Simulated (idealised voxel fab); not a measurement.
Process module under the name voxel transistor to metal
Each square cell in cross-section cut measures 5 nm, and the section as a whole is 205 nm wide.
Cross-section spec: square-cell grid; bands listed top down; each band is one or more rows. Top height, bottom height, nm. Materials left to right, width each, nm. Single material + "edge to edge" = fills band edge to edge. "air" = empty. Zero point of the height axis is 0; under it, received wafer = one material. Lowest band: continues down indefinitely, "0 nm and below". The width entry "30..40" should be interpreted row by row: the top row of cells in the band takes the first number, the bottom row takes the second number, and the change between adjacent rows is uniform throughout. "no alterations made" means the step left every cell of the cross-section as it was. If an empty space has no open way to the top and is at least 8 cells in size, "Completely enclosed voids" lists it, written width x height at distance, where distance is measured from the left edge and every value is in nm. Past the settings on a step's line: simulator remark, on that step. Regarding "overlay nm": on a step with a mask, it is the distance the mask lay to the right of its planned place; a negative value places it to the left.
Set out below are the planned steps of the process
step 1: RECEIVE with material Si
step 2: CONFORMAL_DEP with material SiO2, thk nm 5
step 3: CONFORMAL_DEP with material SiN, thk nm 15
step 4: DIRECTIONAL_DEP with material aC, thk nm 10
step 5: PATTERN with tone cover, mask id ACTIVE, material resist, width nm 120, thk nm 30, overlay nm 0
step 6: DIRECTIONAL_ETCH with etch materials aC, depth nm 10
step 7: STRIP with etch materials resist
step 8: DIRECTIONAL_ETCH with etch materials SiN, depth nm 15
step 9: DIRECTIONAL_ETCH with etch materials SiO2, depth nm 5
step 10: DIRECTIONAL_ETCH with etch materials Si, depth nm 30
step 11: STRIP with etch materials aC
step 12: FILL_DEP with material SiO2, thk nm 5
step 13: CMP with height nm 20
step 14: SELECTIVE_ETCH with etch materials SiO2, depth nm 15
step 15: STRIP with etch materials SiN
step 16: SELECTIVE_ETCH with etch materials SiO2, depth nm 5
step 17: OXIDIZE with depth nm 5
step 18: DIRECTIONAL_DEP with material polySi, thk nm 30
step 19: DIRECTIONAL_DEP with material SiCN, thk nm 15
step 20: DIRECTIONAL_DEP with material aC, thk nm 10
step 21: PATTERN with tone cover, mask id GATE, material resist, width nm 20, thk nm 30, overlay nm 0
step 22: DIRECTIONAL_ETCH with etch materials aC, depth nm 10
step 23: STRIP with etch materials resist
step 24: DIRECTIONAL_ETCH with etch materials SiCN, depth nm 25
step 25: DIRECTIONAL_ETCH with etch materials polySi, depth nm 40
step 26: STRIP with etch materials aC
step 27: CONFORMAL_DEP with material SiN, thk nm 10
step 28: DIRECTIONAL_ETCH with etch materials SiN, depth nm 10
step 29: DIRECTIONAL_ETCH with etch materials SiO2, depth nm 5
step 30: EPI with material nSi, thk nm 5
step 31: FILL_DEP with material SiO2, thk nm 5
step 32: CMP with height nm 45
step 33: DIRECTIONAL_DEP with material SiO2, thk nm 15
step 34: PATTERN with tone open, mask id CONTACT, material resist, width nm 20, pitch nm 80, thk nm 15, overlay nm 0
step 35: DIRECTIONAL_ETCH with etch materials SiO2, depth nm 60
step 36: STRIP with etch materials resist
step 37: CONFORMAL_DEP with material TiN, thk nm 5
step 38: FILL_DEP with material W, thk nm 5
step 39: CMP with height nm 60
step 40: DIRECTIONAL_DEP with material TiN, thk nm 5
step 41: DIRECTIONAL_DEP with material Ru, thk nm 15
step 42: MASKED_ETCH with tone cover, mask id METAL_1, width nm 20, pitch nm 80, etch materials Ru, depth nm 15, overlay nm 0
step 43: MASKED_ETCH with tone cover, mask id METAL_1, width nm 20, pitch nm 80, etch materials TiN, depth nm 5, overlay nm 0
step 44: FILL_DEP with material SiO2, thk nm 5
step 45: CMP with height nm 80
step 46: CONFORMAL_DEP with material SiCN, thk nm 5
step 47: DIRECTIONAL_DEP with material lowk, thk nm 25
step 48: PATTERN with tone open, mask id METAL_2_HOLES, material resist, width nm 15, pitch nm 80, thk nm 20, overlay nm 0
step 49: DIRECTIONAL_ETCH with etch materials lowk, depth nm 25
step 50: STRIP with etch materials resist
step 51: MASKED_ETCH with tone open, mask id METAL_2, width nm 20, pitch nm 80, etch materials lowk, depth nm 15, overlay nm 0
step 52: MASKED_ETCH with tone open, mask id METAL_2, width nm 20, pitch nm 80, etch materials SiCN, depth nm 5, overlay nm 0
step 53: CONFORMAL_DEP with material TiN, thk nm 5
step 54: FILL_DEP with material Cu, thk nm 10
step 55: CMP with height nm 110
step 56: CONFORMAL_DEP with material SiN, thk nm 5
Run as planned: first of two wafers
Step 1 complete: cross-section of the wafer as received
* 0 nm and below = Si edge to edge
* Completely enclosed voids: none
The following cross-section depicts the wafer upon completion of step 2
* 5 nm to 0 nm = SiO2 edge to edge
* Below 0, the layers are the same as they were.
The following cross-section depicts the wafer upon completion of step 3
* 20 nm to 5 nm = SiN edge to edge
* Below 5, the layers are the same as they were.
The following cross-section depicts the wafer upon completion of step 4
* 30 nm to 20 nm = aC edge to edge
* Below 20, the layers are the same as they were.
The following cross-section depicts the wafer upon completion of step 5
* 60 nm to 30 nm = air (40)  resist (120)  air (45)
* Below 30, the layers are the same as they were.
The following cross-section depicts the wafer upon completion of step 6
* 50 nm to 30 nm = air (40)  resist (120)  air (45)
* 30 nm to 20 nm = air (40)  aC (120)  air (45)
* Below 20, the layers are the same as they were.
The following cross-section depicts the wafer upon completion of step 7
* 30 nm to 20 nm = air (40)  aC (120)  air (45)
* Below 20, the layers are the same as they were.
The following cross-section depicts the wafer upon completion of step 8
* 30 nm to 20 nm = air (40)  aC (120)  air (45)
* 20 nm to 5 nm = air (40)  SiN (120)  air (45)
* Below 5, the layers are the same as they were.
The following cross-section depicts the wafer upon completion of step 9
* 30 nm to 20 nm = air (40)  aC (120)  air (45)
* 20 nm to 5 nm = air (40)  SiN (120)  air (45)
* 5 nm to 0 nm = air (40)  SiO2 (120)  air (45)
* Below 0, the layers are the same as they were.
The following cross-section depicts the wafer upon completion of step 10
* 30 nm to 20 nm = air (40)  aC (120)  air (45)
* 20 nm to 5 nm = air (40)  SiN (120)  air (45)
* 5 nm to 0 nm = air (40)  SiO2 (120)  air (45)
* 0 nm to -30 nm = air (40)  Si (120)  air (45)
* Below -30, the layers are the same as they were.
The following cross-section depicts the wafer upon completion of step 11
* 20 nm to 5 nm = air (40)  SiN (120)  air (45)
* Below 5, the layers are the same as they were.
The following cross-section depicts the wafer upon completion of step 12
* 25 nm to 20 nm = SiO2 edge to edge
* 20 nm to 5 nm = SiO2 (40)  SiN (120)  SiO2 (45)
* 5 nm to 0 nm = SiO2 edge to edge
* 0 nm to -30 nm = SiO2 (40)  Si (120)  SiO2 (45)
* Below -30, the layers are the same as they were.
The following cross-section depicts the wafer upon completion of step 13
* 20 nm to 5 nm = SiO2 (40)  SiN (120)  SiO2 (45)
* Below 5, the layers are the same as they were.
The following cross-section depicts the wafer upon completion of step 14
* 20 nm to 5 nm = air (40)  SiN (120)  air (45)
* Below 5, the layers are the same as they were.
The following cross-section depicts the wafer upon completion of step 15
* 5 nm to 0 nm = SiO2 edge to edge
* Below 0, the layers are the same as they were.
The following cross-section depicts the wafer upon completion of step 16
* 0 nm to -30 nm = SiO2 (40)  Si (120)  SiO2 (45)
* Below -30, the layers are the same as they were.
The following cross-section depicts the wafer upon completion of step 17
* 0 nm to -5 nm = SiO2 edge to edge
* Below -5, the layers are the same as they were.
The following cross-section depicts the wafer upon completion of step 18
* 30 nm to 0 nm = polySi edge to edge
* Below 0, the layers are the same as they were.
The following cross-section depicts the wafer upon completion of step 19
* 45 nm to 30 nm = SiCN edge to edge
* Below 30, the layers are the same as they were.
The following cross-section depicts the wafer upon completion of step 20
* 55 nm to 45 nm = aC edge to edge
* Below 45, the layers are the same as they were.
The following cross-section depicts the wafer upon completion of step 21
* 85 nm to 55 nm = air (90)  resist (20)  air (95)
* Below 55, the layers are the same as they were.
The following cross-section depicts the wafer upon completion of step 22
* 75 nm to 55 nm = air (90)  resist (20)  air (95)
* 55 nm to 45 nm = air (90)  aC (20)  air (95)
* Below 45, the layers are the same as they were.
The following cross-section depicts the wafer upon completion of step 23
* 55 nm to 45 nm = air (90)  aC (20)  air (95)
* Below 45, the layers are the same as they were.
The following cross-section depicts the wafer upon completion of step 24
* 55 nm to 45 nm = air (90)  aC (20)  air (95)
* 45 nm to 30 nm = air (90)  SiCN (20)  air (95)
* Below 30, the layers are the same as they were.
The following cross-section depicts the wafer upon completion of step 25
* 55 nm to 45 nm = air (90)  aC (20)  air (95)
* 45 nm to 30 nm = air (90)  SiCN (20)  air (95)
* 30 nm to 0 nm = air (90)  polySi (20)  air (95)
* Below 0, the layers are the same as they were.
The following cross-section depicts the wafer upon completion of step 26
* 45 nm to 30 nm = air (90)  SiCN (20)  air (95)
* Below 30, the layers are the same as they were.
The following cross-section depicts the wafer upon completion of step 27
* 55 nm to 45 nm = air (80)  SiN (40)  air (85)
* 45 nm to 30 nm = air (80)  SiN (10)  SiCN (20)  SiN (10)  air (85)
* 30 nm to 10 nm = air (80)  SiN (10)  polySi (20)  SiN (10)  air (85)
* 10 nm to 0 nm = SiN (90)  polySi (20)  SiN (95)
* Below 0, the layers are the same as they were.
The following cross-section depicts the wafer upon completion of step 28
* 45 nm to 30 nm = air (80)  SiN (10)  SiCN (20)  SiN (10)  air (85)
* 30 nm to 0 nm = air (80)  SiN (10)  polySi (20)  SiN (10)  air (85)
* Below 0, the layers are the same as they were.
The following cross-section depicts the wafer upon completion of step 29
* 45 nm to 30 nm = air (80)  SiN (10)  SiCN (20)  SiN (10)  air (85)
* 30 nm to 0 nm = air (80)  SiN (10)  polySi (20)  SiN (10)  air (85)
* 0 nm to -5 nm = air (80)  SiO2 (40)  air (85)
* Below -5, the layers are the same as they were.
The following cross-section depicts the wafer upon completion of step 30
* 45 nm to 30 nm = air (80)  SiN (10)  SiCN (20)  SiN (10)  air (85)
* 30 nm to 0 nm = air (80)  SiN (10)  polySi (20)  SiN (10)  air (85)
* 0 nm to -5 nm = air (35)  nSi (45)  SiO2 (40)  nSi (45)  air (40)
* Below -5, the layers are the same as they were.
The following cross-section depicts the wafer upon completion of step 31
* 50 nm to 45 nm = SiO2 edge to edge
* 45 nm to 30 nm = SiO2 (80)  SiN (10)  SiCN (20)  SiN (10)  SiO2 (85)
* 30 nm to 0 nm = SiO2 (80)  SiN (10)  polySi (20)  SiN (10)  SiO2 (85)
* 0 nm to -5 nm = SiO2 (35)  nSi (45)  SiO2 (40)  nSi (45)  SiO2 (40)
* Below -5, the layers are the same as they were.
The following cross-section depicts the wafer upon completion of step 32
* 45 nm to 30 nm = SiO2 (80)  SiN (10)  SiCN (20)  SiN (10)  SiO2 (85)
* Below 30, the layers are the same as they were.
The following cross-section depicts the wafer upon completion of step 33
* 60 nm to 45 nm = SiO2 edge to edge
* Below 45, the layers are the same as they were.
The following cross-section depicts the wafer upon completion of step 34
* 75 nm to 60 nm = resist (50)  air (20)  resist (60)  air (20)  resist (55)
* Below 60, the layers are the same as they were.
The following cross-section depicts the wafer upon completion of step 35
* 75 nm to 60 nm = resist (50)  air (20)  resist (60)  air (20)  resist (55)
* 60 nm to 45 nm = SiO2 (50)  air (20)  SiO2 (60)  air (20)  SiO2 (55)
* 45 nm to 30 nm = SiO2 (50)  air (20)  SiO2 (10)  SiN (10)  SiCN (20)  SiN (10)  SiO2 (10)  air (20)  SiO2 (55)
* 30 nm to 0 nm = SiO2 (50)  air (20)  SiO2 (10)  SiN (10)  polySi (20)  SiN (10)  SiO2 (10)  air (20)  SiO2 (55)
* Below 0, the layers are the same as they were.
The following cross-section depicts the wafer upon completion of step 36
* 60 nm to 45 nm = SiO2 (50)  air (20)  SiO2 (60)  air (20)  SiO2 (55)
* Below 45, the layers are the same as they were.
The following cross-section depicts the wafer upon completion of step 37
* 65 nm to 60 nm = TiN (55)  air (10)  TiN (70)  air (10)  TiN (60)
* 60 nm to 45 nm = SiO2 (50)  TiN (5)  air (10)  TiN (5)  SiO2 (60)  TiN (5)  air (10)  TiN (5)  SiO2 (55)
* 45 nm to 30 nm = SiO2 (50)  TiN (5)  air (10)  TiN (5)  SiO2 (10)  SiN (10)  SiCN (20)  SiN (10)  SiO2 (10)  TiN (5)  air (10)  TiN (5)  SiO2 (55)
* 30 nm to 5 nm = SiO2 (50)  TiN (5)  air (10)  TiN (5)  SiO2 (10)  SiN (10)  polySi (20)  SiN (10)  SiO2 (10)  TiN (5)  air (10)  TiN (5)  SiO2 (55)
* 5 nm to 0 nm = SiO2 (50)  TiN (20)  SiO2 (10)  SiN (10)  polySi (20)  SiN (10)  SiO2 (10)  TiN (20)  SiO2 (55)
* Below 0, the layers are the same as they were.
The following cross-section depicts the wafer upon completion of step 38
* 70 nm to 65 nm = W edge to edge
* 65 nm to 60 nm = TiN (55)  W (10)  TiN (70)  W (10)  TiN (60)
* 60 nm to 45 nm = SiO2 (50)  TiN (5)  W (10)  TiN (5)  SiO2 (60)  TiN (5)  W (10)  TiN (5)  SiO2 (55)
* 45 nm to 30 nm = SiO2 (50)  TiN (5)  W (10)  TiN (5)  SiO2 (10)  SiN (10)  SiCN (20)  SiN (10)  SiO2 (10)  TiN (5)  W (10)  TiN (5)  SiO2 (55)
* 30 nm to 5 nm = SiO2 (50)  TiN (5)  W (10)  TiN (5)  SiO2 (10)  SiN (10)  polySi (20)  SiN (10)  SiO2 (10)  TiN (5)  W (10)  TiN (5)  SiO2 (55)
* Below 5, the layers are the same as they were.
The following cross-section depicts the wafer upon completion of step 39
* 60 nm to 45 nm = SiO2 (50)  TiN (5)  W (10)  TiN (5)  SiO2 (60)  TiN (5)  W (10)  TiN (5)  SiO2 (55)
* Below 45, the layers are the same as they were.
The following cross-section depicts the wafer upon completion of step 40
* 65 nm to 60 nm = TiN edge to edge
* Below 60, the layers are the same as they were.
The following cross-section depicts the wafer upon completion of step 41
* 80 nm to 65 nm = Ru edge to edge
* Below 65, the layers are the same as they were.
The following cross-section depicts the wafer upon completion of step 42
* 80 nm to 65 nm = air (50)  Ru (20)  air (60)  Ru (20)  air (55)
* Below 65, the layers are the same as they were.
The following cross-section depicts the wafer upon completion of step 43
* 80 nm to 65 nm = air (50)  Ru (20)  air (60)  Ru (20)  air (55)
* 65 nm to 60 nm = air (50)  TiN (20)  air (60)  TiN (20)  air (55)
* Below 60, the layers are the same as they were.
The following cross-section depicts the wafer upon completion of step 44
* 85 nm to 80 nm = SiO2 edge to edge
* 80 nm to 65 nm = SiO2 (50)  Ru (20)  SiO2 (60)  Ru (20)  SiO2 (55)
* 65 nm to 60 nm = SiO2 (50)  TiN (20)  SiO2 (60)  TiN (20)  SiO2 (55)
* Below 60, the layers are the same as they were.
The following cross-section depicts the wafer upon completion of step 45
* 80 nm to 65 nm = SiO2 (50)  Ru (20)  SiO2 (60)  Ru (20)  SiO2 (55)
* Below 65, the layers are the same as they were.
The following cross-section depicts the wafer upon completion of step 46
* 85 nm to 80 nm = SiCN edge to edge
* Below 80, the layers are the same as they were.
The following cross-section depicts the wafer upon completion of step 47
* 110 nm to 85 nm = lowk edge to edge
* Below 85, the layers are the same as they were.
The following cross-section depicts the wafer upon completion of step 48
* 130 nm to 110 nm = resist (50)  air (15)  resist (65)  air (15)  resist (60)
* Below 110, the layers are the same as they were.
The following cross-section depicts the wafer upon completion of step 49
* 130 nm to 110 nm = resist (50)  air (15)  resist (65)  air (15)  resist (60)
* 110 nm to 85 nm = lowk (50)  air (15)  lowk (65)  air (15)  lowk (60)
* Below 85, the layers are the same as they were.
The following cross-section depicts the wafer upon completion of step 50
* 110 nm to 85 nm = lowk (50)  air (15)  lowk (65)  air (15)  lowk (60)
* Below 85, the layers are the same as they were.
The following cross-section depicts the wafer upon completion of step 51
* 110 nm to 95 nm = lowk (50)  air (20)  lowk (60)  air (20)  lowk (55)
* Below 95, the layers are the same as they were.
The following cross-section depicts the wafer upon completion of step 52
* 110 nm to 95 nm = lowk (50)  air (20)  lowk (60)  air (20)  lowk (55)
* 95 nm to 85 nm = lowk (50)  air (15)  lowk (65)  air (15)  lowk (60)
* 85 nm to 80 nm = SiCN (50)  air (15)  SiCN (65)  air (15)  SiCN (60)
* Below 80, the layers are the same as they were.
The following cross-section depicts the wafer upon completion of step 53
* 115 nm to 110 nm = TiN (55)  air (10)  TiN (70)  air (10)  TiN (60)
* 110 nm to 100 nm = lowk (50)  TiN (5)  air (10)  TiN (5)  lowk (60)  TiN (5)  air (10)  TiN (5)  lowk (55)
* 100 nm to 95 nm = lowk (50)  TiN (5)  air (5)  TiN (10)  lowk (60)  TiN (5)  air (5)  TiN (10)  lowk (55)
* 95 nm to 85 nm = lowk (50)  TiN (5)  air (5)  TiN (5)  lowk (65)  TiN (5)  air (5)  TiN (5)  lowk (60)
* 85 nm to 80 nm = SiCN (50)  TiN (15)  SiCN (65)  TiN (15)  SiCN (60)
* Below 80, the layers are the same as they were.
The following cross-section depicts the wafer upon completion of step 54
* 125 nm to 115 nm = Cu edge to edge
* 115 nm to 110 nm = TiN (55)  Cu (10)  TiN (70)  Cu (10)  TiN (60)
* 110 nm to 100 nm = lowk (50)  TiN (5)  Cu (10)  TiN (5)  lowk (60)  TiN (5)  Cu (10)  TiN (5)  lowk (55)
* 100 nm to 95 nm = lowk (50)  TiN (5)  Cu (5)  TiN (10)  lowk (60)  TiN (5)  Cu (5)  TiN (10)  lowk (55)
* 95 nm to 85 nm = lowk (50)  TiN (5)  Cu (5)  TiN (5)  lowk (65)  TiN (5)  Cu (5)  TiN (5)  lowk (60)
* Below 85, the layers are the same as they were.
The following cross-section depicts the wafer upon completion of step 55
* 110 nm to 100 nm = lowk (50)  TiN (5)  Cu (10)  TiN (5)  lowk (60)  TiN (5)  Cu (10)  TiN (5)  lowk (55)
* Below 100, the layers are the same as they were.
The following cross-section depicts the wafer upon completion of step 56
* 115 nm to 110 nm = SiN edge to edge
* Below 110, the layers are the same as they were.
Regarding the second of the two wafers: it shared the first wafer's starting condition and process plan, yet one error occurred during its execution. Its history coincides with that of the first wafer up to and including step 46
The second wafer cut through, at the time step 47 was supposed to be finished
* 135 nm to 85 nm = lowk edge to edge
* Below 85, the layers are the same as they were.
The second wafer cut through, at the time step 48 was supposed to be finished
* 155 nm to 135 nm = resist (50)  air (15)  resist (65)  air (15)  resist (60)
* Below 135, the layers are the same as they were.
The second wafer cut through, at the time step 49 was supposed to be finished
* 155 nm to 135 nm = resist (50)  air (15)  resist (65)  air (15)  resist (60)
* 135 nm to 110 nm = lowk (50)  air (15)  lowk (65)  air (15)  lowk (60)
* Below 110, the layers are the same as they were.
The second wafer cut through, at the time step 50 was supposed to be finished
* 135 nm to 110 nm = lowk (50)  air (15)  lowk (65)  air (15)  lowk (60)
* Below 110, the layers are the same as they were.
The second wafer cut through, at the time step 51 was supposed to be finished
* 135 nm to 120 nm = lowk (50)  air (20)  lowk (60)  air (20)  lowk (55)
* 120 nm to 95 nm = lowk (50)  air (15)  lowk (65)  air (15)  lowk (60)
* Below 95, the layers are the same as they were.
The second wafer cut through, at the time step 52 was supposed to be finished: no alterations made
The second wafer cut through, at the time step 53 was supposed to be finished
* 140 nm to 135 nm = TiN (55)  air (10)  TiN (70)  air (10)  TiN (60)
* 135 nm to 125 nm = lowk (50)  TiN (5)  air (10)  TiN (5)  lowk (60)  TiN (5)  air (10)  TiN (5)  lowk (55)
* 125 nm to 120 nm = lowk (50)  TiN (5)  air (5)  TiN (10)  lowk (60)  TiN (5)  air (5)  TiN (10)  lowk (55)
* 120 nm to 100 nm = lowk (50)  TiN (5)  air (5)  TiN (5)  lowk (65)  TiN (5)  air (5)  TiN (5)  lowk (60)
* 100 nm to 95 nm = lowk (50)  TiN (15)  lowk (65)  TiN (15)  lowk (60)
* Below 95, the layers are the same as they were.
The second wafer cut through, at the time step 54 was supposed to be finished
* 150 nm to 140 nm = Cu edge to edge
* 140 nm to 135 nm = TiN (55)  Cu (10)  TiN (70)  Cu (10)  TiN (60)
* 135 nm to 125 nm = lowk (50)  TiN (5)  Cu (10)  TiN (5)  lowk (60)  TiN (5)  Cu (10)  TiN (5)  lowk (55)
* 125 nm to 120 nm = lowk (50)  TiN (5)  Cu (5)  TiN (10)  lowk (60)  TiN (5)  Cu (5)  TiN (10)  lowk (55)
* 120 nm to 100 nm = lowk (50)  TiN (5)  Cu (5)  TiN (5)  lowk (65)  TiN (5)  Cu (5)  TiN (5)  lowk (60)
* Below 100, the layers are the same as they were.
The second wafer cut through, at the time step 55 was supposed to be finished
* 110 nm to 100 nm = lowk (50)  TiN (5)  Cu (5)  TiN (5)  lowk (65)  TiN (5)  Cu (5)  TiN (5)  lowk (60)
* Below 100, the layers are the same as they were.
The second wafer cut through, at the time step 56 was supposed to be finished
* 115 nm to 110 nm = SiN edge to edge
* Below 110, the layers are the same as they were.
what went wrong: twice, step 47 of the plan was run
Upon completion, the second wafer contains, in terms of cells, a greater or smaller amount of certain materials than the first wafer: Cu -10 | SiCN +6 | TiN -14 | lowk +18
